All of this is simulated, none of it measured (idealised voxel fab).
You're looking at the process module voxel self aligned contacts.
Square cell edge 5 nm, section width 160 nm, ID cut.
For the purposes of this document, a cross-section shall be understood as a grid of square cells, specified as bands listed in top-to-bottom order, each band consisting of one or more rows of cells. Heights first: top, then bottom, in nm. Then materials, left to right, each with a width in nm. "throughout" on a single material: fills the band edge to edge. "air": empty space. Heights are measured from 0, the level below which the as-received wafer is all one material; the lowest band has no bottom and continues downward, written as in "from 0 down". Width: "30..40" (first number = top row, second number = bottom row, same change from row to row of cells). Reading "nothing changed" for a step: not a cell of the cross-section changed in it. Closed-off voids of 8+ cells (no open route to the top) go in "Closed internal cavities", written width x height at distance from the left edge, in nm. What comes after the settings on a step's line is commentary from the simulator itself on that step. If you see "overlay nm" on a step's line and that step has a mask, it's telling you how far right of where it was planned the mask ended up; a negative number means it went left instead.
-- Process steps foreseen in the plan
1 RECEIVE (material Si)
2 OXIDIZE (depth nm 5)
3 DIRECTIONAL_DEP (material polySi; thk nm 25)
4 DIRECTIONAL_DEP (material SiN; thk nm 20)
5 PATTERN (tone cover; mask id GATE; material resist; width nm 35; pitch nm 70; thk nm 15; overlay nm 0)
6 DIRECTIONAL_ETCH (etch materials SiN; depth nm 20)
7 DIRECTIONAL_ETCH (etch materials polySi; depth nm 25)
8 STRIP (etch materials resist)
9 CONFORMAL_DEP (material SiN; thk nm 5)
10 DIRECTIONAL_ETCH (etch materials SiN; depth nm 5)
11 FILL_DEP (material SiO2; thk nm 15)
12 CMP (height nm 50)
13 PATTERN (tone open; mask id CONTACT; material resist; width nm 45; thk nm 15; overlay nm 0)
14 DIRECTIONAL_ETCH (etch materials SiO2; depth nm 55)
15 STRIP (etch materials resist)
16 CONFORMAL_DEP (material TiN; thk nm 5)
17 FILL_DEP (material Ru; thk nm 10)
18 CMP (height nm 50)
19 CONFORMAL_DEP (material SiN; thk nm 5)
-- Cross-section of the incoming wafer, state after step 1
- from 0 down  Si throughout
- Closed internal cavities: none
-- First of two wafers: cross-section at end of module, run per plan
- from 55 to 50  SiN throughout
- from 50 to 45  SiO2 55; TiN 15; Ru 15; TiN 15; SiO2 60
- from 45 to 25  SiO2 20; SiN 45; TiN 5; Ru 15; TiN 5; SiN 45; SiO2 25
- from 25 to 0  SiO2 20; SiN 5; polySi 35; SiN 5; TiN 5; Ru 15; TiN 5; SiN 5; polySi 35; SiN 5; SiO2 25
- from 0 to -5  SiO2 65; TiN 25; SiO2 70
- from -5 down  Si throughout
- Closed internal cavities: none
-- Cross-sectional image of the second wafer of the two following completion of the module. Starting state and process plan were the same as for the first wafer; one execution error occurred
- from 65 to 50  SiN throughout
- from 50 to 45  SiO2 55; TiN 15; Ru 15; TiN 15; SiO2 60
- from 45 to 25  SiO2 20; SiN 45; TiN 5; Ru 15; TiN 5; SiN 45; SiO2 25
- from 25 to 0  SiO2 20; SiN 5; polySi 35; SiN 5; TiN 5; Ru 15; TiN 5; SiN 5; polySi 35; SiN 5; SiO2 25
- from 0 to -5  SiO2 65; TiN 25; SiO2 70
- from -5 down  Si throughout
- Closed internal cavities: none
Where did the run depart from the plan? step 19 changed vs plan, executed as CONFORMAL_DEP (material SiN; thk nm 15)
The final cell counts differ between the wafers, with the second having more or fewer of some materials than the first: 64 more of SiN
